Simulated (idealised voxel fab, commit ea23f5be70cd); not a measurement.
Module name: voxel wiring stack (process module)
cross-section cut | 205 nm wide | cells 5 nm
In this document a cross-section is written as a grid of square cells. It is given as a series of bands, listed from the top down, and a band is one or more rows of cells. Band: top height; bottom height; in nm. Then, left to right: material with width in nm, for each material. "everywhere": a single material spanning edge to edge. "empty": empty space. Counting heights begins at 0, where everything beneath is, in the wafer as received, one material. The lowest band has no bottom; it goes on downwards, as "top 0, no bottom" shows. Width: "30->40" (first number = top row, second number = bottom row, same change from row to row of cells). Step note "remained unchanged" = no cross-section cell changed. The label "Completely sealed voids" introduces a list of the empty spaces, 8 cells or larger, that have no open way up to the top; each entry in it reads width x height at distance, where the distance is taken from the left edge and all three are stated in nm. Whatever follows a step's settings on its line is a remark the simulator itself makes about that step. overlay nm: step with mask; distance mask lay right of planned place; negative value = left of planned place.
This section lists the process steps that were planned:
1) RECEIVE | material Si
2) CONFORMAL_DEP | material SiO2 | thk nm 15
3) DIRECTIONAL_DEP | material TiN | thk nm 5
4) DIRECTIONAL_DEP | material W | thk nm 20
5) PATTERN | tone cover | mask id METAL_1 | material resist | width nm 30 | pitch nm 45 | thk nm 15 | overlay nm 0
6) DIRECTIONAL_ETCH | etch materials W | depth nm 20
7) DIRECTIONAL_ETCH | etch materials TiN | depth nm 5
8) STRIP | etch materials resist
9) FILL_DEP | material lowk | thk nm 10
10) CMP | height nm 40
11) CONFORMAL_DEP | material SiCN | thk nm 5
12) DIRECTIONAL_DEP | material lowk | thk nm 15
13) DIRECTIONAL_DEP | material aC | thk nm 15
14) PATTERN | tone open | mask id PLUG_1 | material resist | width nm 15 | pitch nm 45 | thk nm 30 | overlay nm 0
15) DIRECTIONAL_ETCH | etch materials aC | depth nm 15
16) STRIP | etch materials resist
17) DIRECTIONAL_ETCH | etch materials lowk | depth nm 15
18) DIRECTIONAL_ETCH | etch materials SiCN | depth nm 5
19) STRIP | etch materials aC
20) EPI | material Ru | thk nm 10
21) EPI | material Ru | thk nm 10
22) DIRECTIONAL_DEP | material TiN | thk nm 5
23) DIRECTIONAL_DEP | material Ru | thk nm 25
24) PATTERN | tone cover | mask id METAL_2 | material resist | width nm 30 | pitch nm 45 | thk nm 15 | overlay nm 0
25) DIRECTIONAL_ETCH | etch materials Ru | depth nm 25
26) DIRECTIONAL_ETCH | etch materials TiN | depth nm 5
27) STRIP | etch materials resist
28) FILL_DEP | material SiO2 | thk nm 10
29) CMP | height nm 90
30) CONFORMAL_DEP | material SiCN | thk nm 5
31) DIRECTIONAL_DEP | material SiO2 | thk nm 15
32) DIRECTIONAL_DEP | material aC | thk nm 15
33) PATTERN | tone open | mask id PLUG_2 | material resist | width nm 15 | pitch nm 90 | thk nm 35 | overlay nm 0
34) DIRECTIONAL_ETCH | etch materials aC | depth nm 15
35) STRIP | etch materials resist
36) DIRECTIONAL_ETCH | etch materials SiO2 | depth nm 15
37) DIRECTIONAL_ETCH | etch materials SiCN | depth nm 5
38) STRIP | etch materials aC
39) CONFORMAL_DEP | material TiN | thk nm 5
40) FILL_DEP | material Ru | thk nm 5
41) CMP | height nm 100
42) DIRECTIONAL_DEP | material TiN | thk nm 5
43) DIRECTIONAL_DEP | material Ru | thk nm 15
44) MASKED_ETCH | tone cover | mask id METAL_3 | width nm 30 | pitch nm 45 | etch materials Ru | depth nm 15 | overlay nm 0
45) MASKED_ETCH | tone cover | mask id METAL_3 | width nm 30 | pitch nm 45 | etch materials TiN | depth nm 5 | overlay nm 0
46) CONFORMAL_DEP | material SiCN | thk nm 5
47) FILL_DEP | material SiO2 | thk nm 5
48) CMP | height nm 130
49) CONFORMAL_DEP | material SiN | thk nm 5
The height nm used in step 41 is not the same on every wafer, whereas the starting condition is; the value printed in the plan is the first wafer's.
Here's the first of the wafers in cross-section, just as we got it, i.e. after step 1:
    top 0, no bottom = Si everywhere
    Completely sealed voids: none
Per wafer, end of module: cells gained (+) or lost (-) per material since receipt, then closed voids:
height nm 100; +242 Ru; +137 SiCN; +41 SiN; +337 SiO2; +82 TiN; +96 W; +172 lowk; Completely sealed voids: none
height nm 105; +244 Ru; +137 SiCN; +41 SiN; +331 SiO2; +86 TiN; +96 W; +172 lowk; Completely sealed voids: none
height nm 110; +246 Ru; +105 SiCN; +41 SiN; +357 SiO2; +90 TiN; +96 W; +172 lowk; Completely sealed voids: none
height nm 115; +224 Ru; +97 SiCN; +41 SiN; +348 SiO2; +129 TiN; +96 W; +172 lowk; Completely sealed voids: none
height nm 120; +241 Ru; +89 SiCN; +41 SiN; +339 SiO2; +129 TiN; +96 W; +172 lowk; Completely sealed voids: none
